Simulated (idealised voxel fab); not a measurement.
Module name: voxel air gaps (process module)
220 nm wide, 5 nm square cells: that's cross-section cut.
Bands, listed from the top down, are how a cross-section gets written in this document; the cross-section itself is a grid of square cells, and a band is one or more rows of them.
Heights first: top, then bottom, in nm. Then materials, left to right, each with a width in nm. "all across" on a single material: fills the band edge to edge. "empty": empty space.
For the purposes of this specification, 0 denotes the height below which the wafer in its as-received condition is composed wholly of one material, and the lowermost band, lacking a lower limit, extends downward without end, as expressed in "0 -> down".
When a width is written as two numbers, as in "30->40", the first number is the width in the top row of cells of the band and the second is the width in its bottom row, and the width changes by the same amount from each row to the next.
Take "stayed the same" at face value: in the step it is given for, the cross-section changed in none of its cells.
Encapsulated voids: empty space of 8 cells or more with no open way to the top, each as width x height at its distance from the left edge, in nm
Heads up: the bit after the settings on a step's line is the simulator's remark on that step.
"overlay nm" denotes, for a step that has a mask, the displacement of the mask to the right of its planned place, with negative values corresponding to the left.
### Here's what the planned process steps look like
- 1: RECEIVE with material Si
- 2: CONFORMAL_DEP with material SiO2, thk nm 15
- 3: CONFORMAL_DEP with material SiN, thk nm 5
- 4: DIRECTIONAL_DEP with material SiO2, thk nm 35
- 5: DIRECTIONAL_DEP with material aC, thk nm 15
- 6: PATTERN with tone open, mask id LINES, material resist, width nm 20, pitch nm 50, thk nm 30, overlay nm 0
- 7: DIRECTIONAL_ETCH with etch materials aC, depth nm 15
- 8: STRIP with etch materials resist
- 9: DIRECTIONAL_ETCH with etch materials SiO2, depth nm 35
- 10: STRIP with etch materials aC
- 11: CONFORMAL_DEP with material TiN, thk nm 5
- 12: FILL_DEP with material W, thk nm 10
- 13: CMP with height nm 55
- 14: EPI with material Ru, thk nm 10
- 15: SELECTIVE_ETCH with etch materials SiO2, depth nm 45
- 16: CONFORMAL_DEP with material SiCN, thk nm 5
### Cross-section of the wafer upon arrival, representing the state reached after step 1
0 -> down | Si all across
Encapsulated voids: none
### Sectioned view, first of two wafers, at the close of the module, processed as intended in the plan
70 -> 65 | empty 10 nm / SiCN 200 nm / empty 10 nm
65 -> 55 | empty 10 nm / SiCN 5 nm / Ru 40 nm / SiCN 10 nm / Ru 40 nm / SiCN 10 nm / Ru 40 nm / SiCN 10 nm / Ru 40 nm / SiCN 5 nm / empty 10 nm
55 -> 50 | empty 10 nm / SiCN 15 nm / TiN 5 nm / W 10 nm / TiN 5 nm / SiCN 30 nm / TiN 5 nm / W 10 nm / TiN 5 nm / SiCN 30 nm / TiN 5 nm / W 10 nm / TiN 5 nm / SiCN 30 nm / TiN 5 nm / W 10 nm / TiN 5 nm / SiCN 15 nm / empty 10 nm
50 -> 25 | empty 20 nm / SiCN 5 nm / TiN 5 nm / W 10 nm / TiN 5 nm / SiCN 5 nm / empty 20 nm / SiCN 5 nm / TiN 5 nm / W 10 nm / TiN 5 nm / SiCN 5 nm / empty 20 nm / SiCN 5 nm / TiN 5 nm / W 10 nm / TiN 5 nm / SiCN 5 nm / empty 20 nm / SiCN 5 nm / TiN 5 nm / W 10 nm / TiN 5 nm / SiCN 5 nm / empty 20 nm
25 -> 20 | SiCN 25 nm / TiN 20 nm / SiCN 30 nm / TiN 20 nm / SiCN 30 nm / TiN 20 nm / SiCN 30 nm / TiN 20 nm / SiCN 25 nm
20 -> 15 | SiN all across
15 -> 0 | SiO2 all across
0 -> down | Si all across
Encapsulated voids: 20 x 25 at 50; 20 x 25 at 100; 20 x 25 at 150
### Cross-section of the latter of the two wafers at module completion. It had an identical start and an identical plan to the former; in running it, one mistake was made
70 -> 65 | empty 10 nm / SiO2 200 nm / empty 10 nm
65 -> 55 | empty 10 nm / SiO2 5 nm / Ru 40 nm / SiO2 10 nm / Ru 40 nm / SiO2 10 nm / Ru 40 nm / SiO2 10 nm / Ru 40 nm / SiO2 5 nm / empty 10 nm
55 -> 50 | empty 10 nm / SiO2 15 nm / TiN 5 nm / W 10 nm / TiN 5 nm / SiO2 30 nm / TiN 5 nm / W 10 nm / TiN 5 nm / SiO2 30 nm / TiN 5 nm / W 10 nm / TiN 5 nm / SiO2 30 nm / TiN 5 nm / W 10 nm / TiN 5 nm / SiO2 15 nm / empty 10 nm
50 -> 25 | empty 20 nm / SiO2 5 nm / TiN 5 nm / W 10 nm / TiN 5 nm / SiO2 5 nm / empty 20 nm / SiO2 5 nm / TiN 5 nm / W 10 nm / TiN 5 nm / SiO2 5 nm / empty 20 nm / SiO2 5 nm / TiN 5 nm / W 10 nm / TiN 5 nm / SiO2 5 nm / empty 20 nm / SiO2 5 nm / TiN 5 nm / W 10 nm / TiN 5 nm / SiO2 5 nm / empty 20 nm
25 -> 20 | SiO2 25 nm / TiN 20 nm / SiO2 30 nm / TiN 20 nm / SiO2 30 nm / TiN 20 nm / SiO2 30 nm / TiN 20 nm / SiO2 25 nm
20 -> 15 | SiN all across
15 -> 0 | SiO2 all across
0 -> down | Si all across
Encapsulated voids: 20 x 25 at 50; 20 x 25 at 100; 20 x 25 at 150
Error vs. plan: not per plan at step 16, really ran CONFORMAL_DEP with material SiO2, thk nm 5
The final cell counts differ between the wafers, with the second having more or fewer of some materials than the first: -148 SiCN | +148 SiO2
